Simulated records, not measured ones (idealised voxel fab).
Process module, titled voxel air gaps
The figure presents cross-section cut, which has a width of 185 nm and is divided into square cells with an edge length of 5 nm.
Each cross-section below is a grid of square cells, stated as bands in top-down order, with one or more rows of cells making up each band. The entry gives the band's vertical extent as a top height and a bottom height in nm, then its horizontal make-up as materials from left to right, each with a width in nm. "blank" stands for empty space; a single material marked "all across" fills the band edge to edge. The level at which height equals 0 is the one under which the wafer, as it arrives, is entirely one material. No lower edge exists for the bottom band, which continues downward and is notated as in "0 and below". You'd read "30 to 40" like this: the band's top row of cells is as wide as the first number, its bottom row is as wide as the second, and going down, every row changes width by the same amount as the row before did. It should be understood that the words "no modification", when stated for a given step, signify that the cross-section underwent no change in any of its cells during that step. Any empty space of 8 cells or more lacking an open way to the top shows up in "Enclosed void entries" as width x height at distance, distance from the left edge, in nm. Anything after a step's settings on that line? It's the simulator's own note about the step. "overlay nm" on a masked step: distance the mask lay right of its planned place, negative for left.
The planned process steps are enumerated hereunder:
1: RECEIVE: material Si
2: CONFORMAL_DEP: material SiO2, thk nm 10
3: CONFORMAL_DEP: material SiN, thk nm 5
4: DIRECTIONAL_DEP: material lowk, thk nm 30
5: PATTERN: tone open, mask id LINES, material resist, width nm 20, pitch nm 45, thk nm 15, overlay nm 0
6: DIRECTIONAL_ETCH: etch materials lowk, depth nm 30
7: STRIP: etch materials resist
8: CONFORMAL_DEP: material TiN, thk nm 5
9: FILL_DEP: material W, thk nm 10
10: CMP: height nm 45
11: EPI: material Ru, thk nm 10
12: SELECTIVE_ETCH: etch materials lowk, depth nm 40
13: CONFORMAL_DEP: material SiN, thk nm 5
First of two wafers - as planned:
Wafer cross-section on receipt, i.e. after step 1:
- 0 and below  Si all across
- Enclosed void entries: none
Step 2 done - wafer cross-section:
- 10 down to 0  SiO2 all across
- Nothing below the height 0 has changed.
Step 3 done - wafer cross-section:
- 15 down to 10  SiN all across
- Nothing below the height 10 has changed.
Step 4 done - wafer cross-section:
- 45 down to 15  lowk all across
- Nothing below the height 15 has changed.
Step 5 done - wafer cross-section:
- 60 down to 45  resist=35  blank=20  resist=25  blank=20  resist=25  blank=20  resist=40
- Nothing below the height 45 has changed.
Step 6 done - wafer cross-section:
- 60 down to 45  resist=35  blank=20  resist=25  blank=20  resist=25  blank=20  resist=40
- 45 down to 15  lowk=35  blank=20  lowk=25  blank=20  lowk=25  blank=20  lowk=40
- Nothing below the height 15 has changed.
Step 7 done - wafer cross-section:
- 45 down to 15  lowk=35  blank=20  lowk=25  blank=20  lowk=25  blank=20  lowk=40
- Nothing below the height 15 has changed.
Step 8 done - wafer cross-section:
- 50 down to 45  TiN=40  blank=10  TiN=35  blank=10  TiN=35  blank=10  TiN=45
- 45 down to 20  lowk=35  TiN=5  blank=10  TiN=5  lowk=25  TiN=5  blank=10  TiN=5  lowk=25  TiN=5  blank=10  TiN=5  lowk=40
- 20 down to 15  lowk=35  TiN=20  lowk=25  TiN=20  lowk=25  TiN=20  lowk=40
- Nothing below the height 15 has changed.
Step 9 done - wafer cross-section:
- 60 down to 50  W all across
- 50 down to 45  TiN=40  W=10  TiN=35  W=10  TiN=35  W=10  TiN=45
- 45 down to 20  lowk=35  TiN=5  W=10  TiN=5  lowk=25  TiN=5  W=10  TiN=5  lowk=25  TiN=5  W=10  TiN=5  lowk=40
- Nothing below the height 20 has changed.
Step 10 done - wafer cross-section:
- 45 down to 20  lowk=35  TiN=5  W=10  TiN=5  lowk=25  TiN=5  W=10  TiN=5  lowk=25  TiN=5  W=10  TiN=5  lowk=40
- Nothing below the height 20 has changed.
Step 11 done - wafer cross-section:
- 55 down to 45  blank=25  Ru=40  blank=5  Ru=40  blank=5  Ru=40  blank=30
- Nothing below the height 45 has changed.
Step 12 done - wafer cross-section:
- 55 down to 45  blank=25  Ru=40  blank=5  Ru=40  blank=5  Ru=40  blank=30
- 45 down to 20  blank=35  TiN=5  W=10  TiN=5  blank=25  TiN=5  W=10  TiN=5  blank=25  TiN=5  W=10  TiN=5  blank=40
- 20 down to 15  blank=35  TiN=20  blank=25  TiN=20  blank=25  TiN=20  blank=40
- Nothing below the height 15 has changed.
Step 13 done - wafer cross-section:
- 60 down to 55  blank=20  SiN=140  blank=25
- 55 down to 45  blank=20  SiN=5  Ru=40  SiN=5  Ru=40  SiN=5  Ru=40  SiN=5  blank=25
- 45 down to 40  blank=20  SiN=15  TiN=5  W=10  TiN=5  SiN=25  TiN=5  W=10  TiN=5  SiN=25  TiN=5  W=10  TiN=5  SiN=15  blank=25
- 40 down to 20  blank=30  SiN=5  TiN=5  W=10  TiN=5  SiN=5  blank=15  SiN=5  TiN=5  W=10  TiN=5  SiN=5  blank=15  SiN=5  TiN=5  W=10  TiN=5  SiN=5  blank=35
- 20 down to 15  SiN=35  TiN=20  SiN=25  TiN=20  SiN=25  TiN=20  SiN=40
- Nothing below the height 15 has changed.
- Enclosed void entries: 15 x 20 at 60; 15 x 20 at 105
Okay, second wafer. Nothing different at the start, nothing different in the plan, just one mistake somewhere in the running. As far as step 7, counting that step, it's the first wafer all over again:
X-section, second wafer, when step 8 was due to finish:
- 50 down to 45  Ru=40  blank=10  Ru=35  blank=10  Ru=35  blank=10  Ru=45
- 45 down to 20  lowk=35  Ru=5  blank=10  Ru=5  lowk=25  Ru=5  blank=10  Ru=5  lowk=25  Ru=5  blank=10  Ru=5  lowk=40
- 20 down to 15  lowk=35  Ru=20  lowk=25  Ru=20  lowk=25  Ru=20  lowk=40
- Nothing below the height 15 has changed.
X-section, second wafer, when step 9 was due to finish:
- 60 down to 50  W all across
- 50 down to 45  Ru=40  W=10  Ru=35  W=10  Ru=35  W=10  Ru=45
- 45 down to 20  lowk=35  Ru=5  W=10  Ru=5  lowk=25  Ru=5  W=10  Ru=5  lowk=25  Ru=5  W=10  Ru=5  lowk=40
- Nothing below the height 20 has changed.
X-section, second wafer, when step 10 was due to finish:
- 45 down to 20  lowk=35  Ru=5  W=10  Ru=5  lowk=25  Ru=5  W=10  Ru=5  lowk=25  Ru=5  W=10  Ru=5  lowk=40
- Nothing below the height 20 has changed.
X-section, second wafer, when step 11 was due to finish:
- 55 down to 45  blank=25  Ru=40  blank=5  Ru=40  blank=5  Ru=40  blank=30
- Nothing below the height 45 has changed.
X-section, second wafer, when step 12 was due to finish:
- 55 down to 45  blank=25  Ru=40  blank=5  Ru=40  blank=5  Ru=40  blank=30
- 45 down to 20  blank=35  Ru=5  W=10  Ru=5  blank=25  Ru=5  W=10  Ru=5  blank=25  Ru=5  W=10  Ru=5  blank=40
- 20 down to 15  blank=35  Ru=20  blank=25  Ru=20  blank=25  Ru=20  blank=40
- Nothing below the height 15 has changed.
X-section, second wafer, when step 13 was due to finish:
- 60 down to 55  blank=20  SiN=140  blank=25
- 55 down to 45  blank=20  SiN=5  Ru=40  SiN=5  Ru=40  SiN=5  Ru=40  SiN=5  blank=25
- 45 down to 40  blank=20  SiN=15  Ru=5  W=10  Ru=5  SiN=25  Ru=5  W=10  Ru=5  SiN=25  Ru=5  W=10  Ru=5  SiN=15  blank=25
- 40 down to 20  blank=30  SiN=5  Ru=5  W=10  Ru=5  SiN=5  blank=15  SiN=5  Ru=5  W=10  Ru=5  SiN=5  blank=15  SiN=5  Ru=5  W=10  Ru=5  SiN=5  blank=35
- 20 down to 15  SiN=35  Ru=20  SiN=25  Ru=20  SiN=25  Ru=20  SiN=40
- Nothing below the height 15 has changed.
- Enclosed void entries: 15 x 20 at 60; 15 x 20 at 105
Short version of what went wrong: it should be noted that step 8 was executed with settings other than those planned, the operation and settings actually applied being CONFORMAL_DEP: material Ru, thk nm 5
Bottom line after processing is that, in cells, the second wafer is up or down on some materials versus the first: Ru +42, TiN -42
